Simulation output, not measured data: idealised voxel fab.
Process module name: voxel spacer lines
300 nm wide, 5 nm square cells: that's cross-section cut.
The cross-sections in this document take the form of a grid made of square cells. They are written out as bands, in order from top to bottom. Each band consists of one or more rows of cells. Within each band entry, the heights of the top and of the bottom of the band appear first, in that order and in nm; the materials of the band then follow from left to right, each with its corresponding width in nm. The designation "edge to edge" on a single material indicates that it fills the band from edge to edge; the designation "air" indicates empty space. All heights in this document are referenced to 0, defined as the level beneath which the wafer, as received, consists entirely of one material. The lowest band is not bounded below; it extends indefinitely downward and is written in the form "0..down". A width given as "30->40" starts at the first number in the band's top row and ends at the second number in its bottom row, shifting by an equal amount at every step from row to row. "no modifications" -> step changed no cross-section cell. You'll see "Fully sealed cavities" listing empty spaces that have no way open to the top, as long as they're 8 cells or more; the notation is width x height at distance, where the distance is from the left edge, and all of it is in nm. On each step's line, the part that comes after the settings is the simulator's own comment on the step. When a step includes a mask, the "overlay nm" setting on its line states how far to the right of its planned place that mask lay, and negative values state how far to the left.

**Steps planned for the process**
step 1: op RECEIVE | material Si
step 2: op CONFORMAL_DEP | material SiO2 | thk nm 5
step 3: op DIRECTIONAL_DEP | material W | thk nm 10
step 4: op DIRECTIONAL_DEP | material polySi | thk nm 30
step 5: op PATTERN | tone cover | mask id MANDREL | material resist | width nm 20 | pitch nm 70 | thk nm 35 | overlay nm 0
step 6: op DIRECTIONAL_ETCH | etch materials polySi | depth nm 30
step 7: op STRIP | etch materials resist
step 8: op CONFORMAL_DEP | material SiN | thk nm 15
step 9: op DIRECTIONAL_ETCH | etch materials SiN | depth nm 15
step 10: op STRIP | etch materials polySi
step 11: op DIRECTIONAL_ETCH | etch materials W | depth nm 10
step 12: op STRIP | etch materials SiN
step 13: op FILL_DEP | material SiO2 | thk nm 5
step 14: op CMP | height nm 5
varied across the wafers: height nm of step 14. The plan shows the first wafer's value. All wafers start alike

**As received, i.e. after step 1: cross-section through the first of several wafers**
    0..down = Si edge to edge
    Fully sealed cavities: none

**End of module, by wafer: material-by-material cell gain (+) or loss (-) since receipt, then closed voids**
height nm 5, +60 SiO2, Fully sealed cavities: none
height nm 10, +102 SiO2, +18 W, Fully sealed cavities: none
height nm 15, +144 SiO2, +36 W, Fully sealed cavities: none
height nm 20, +204 SiO2, +36 W, Fully sealed cavities: none
